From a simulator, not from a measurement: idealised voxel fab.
You're looking at the process module voxel ribs on slabs.
Square cells of 5 nm make up the cross-section cut, whose width is 285 nm.
Cross-sections here: square-cell grids, written as top-down lists of bands, a band being one or more rows of cells. Look at the band entry: it leads with the top's height and the bottom's height in nm. Then it lists the materials left to right, with a width in nm for each. The word "all across" on a single material says that material fills the band edge to edge. The word "blank" is empty space. Height 0 is the level under which the wafer as received is all one material. The lowest band goes on downwards, as in "top 0, no bottom". When a width is written as two numbers, as in "30->40", the first number is the width in the top row of cells of the band and the second is the width in its bottom row, and the width changes by the same amount from each row to the next. Basically "all unchanged" means that step didn't change any cell in the cross-section. Enclosed voids (no open way to top), threshold 8 cells or more, entry "Internal closed voids", notation width x height at distance, distance from left edge, nm. Post-settings text on a step line: simulator's own remark regarding the step. overlay nm, on a step with a mask: how far to the right of its planned place the mask lay; to the left if negative.
[The following list gives the planned process steps]
| 1 | RECEIVE,material Si |
| 2 | DIRECTIONAL_DEP,material SiO2,thk nm 30 |
| 3 | DIRECTIONAL_DEP,material polySi,thk nm 20 |
| 4 | PATTERN,tone cover,mask id RIB,material resist,width nm 25,thk nm 20,overlay nm 0 |
| 5 | DIRECTIONAL_ETCH,etch materials polySi,depth nm 5 |
| 6 | STRIP,etch materials resist |
| 7 | DIRECTIONAL_DEP,material aC,thk nm 10 |
| 8 | PATTERN,tone cover,mask id SLAB,material resist,width nm 75,thk nm 30,overlay nm 0 |
| 9 | DIRECTIONAL_ETCH,etch materials aC,depth nm 10 |
| 10 | STRIP,etch materials resist |
| 11 | DIRECTIONAL_ETCH,etch materials polySi,depth nm 15 |
| 12 | STRIP,etch materials aC |
| 13 | FILL_DEP,material SiO2,thk nm 25 |
| 14 | CMP,height nm 65 |
| 15 | DIRECTIONAL_DEP,material W,thk nm 10 |
| 16 | MASKED_ETCH,tone cover,mask id HEATER,width nm 35,etch materials W,depth nm 10,overlay nm 0 |
| 17 | CONFORMAL_DEP,material SiO2,thk nm 5 |
[Cross-section of the wafer at receipt, which is the condition after step 1]
- top 0, no bottom = Si all across
- Internal closed voids: none
[Wafer cross-section at module end: first of two, run to plan]
- top 80, bottom 75 = blank (120) / SiO2 (45) / blank (120)
- top 75, bottom 70 = blank (120) / SiO2 (5) / W (35) / SiO2 (5) / blank (120)
- top 70, bottom 65 = SiO2 (125) / W (35) / SiO2 (125)
- top 65, bottom 50 = SiO2 all across
- top 50, bottom 45 = SiO2 (130) / polySi (25) / SiO2 (130)
- top 45, bottom 30 = SiO2 (105) / polySi (75) / SiO2 (105)
- top 30, bottom 0 = SiO2 all across
- top 0, no bottom = Si all across
- Internal closed voids: none
[This is the second of the two wafers, cross-sectioned at the end of the module; it started exactly like the first and was given the same plan, but it was run with one mistake]
- top 80, bottom 75 = blank (120) / SiO2 (45) / blank (120)
- top 75, bottom 70 = blank (120) / SiO2 (5) / W (35) / SiO2 (5) / blank (120)
- top 70, bottom 65 = SiO2 (125) / W (35) / SiO2 (125)
- top 65, bottom 45 = SiO2 all across
- top 45, bottom 40 = SiO2 (130) / polySi (25) / SiO2 (130)
- top 40, bottom 30 = polySi all across
- top 30, bottom 0 = SiO2 all across
- top 0, no bottom = Si all across
- Internal closed voids: none
In executing the process, a mistake was made relative to the plan: step 7 ran differently from the plan; actual operation with settings: DIRECTIONAL_DEP,material polySi,thk nm 10
Final difference in cells, second wafer against first, listed per material as more or fewer: SiO2: 69 fewer | polySi: 69 more
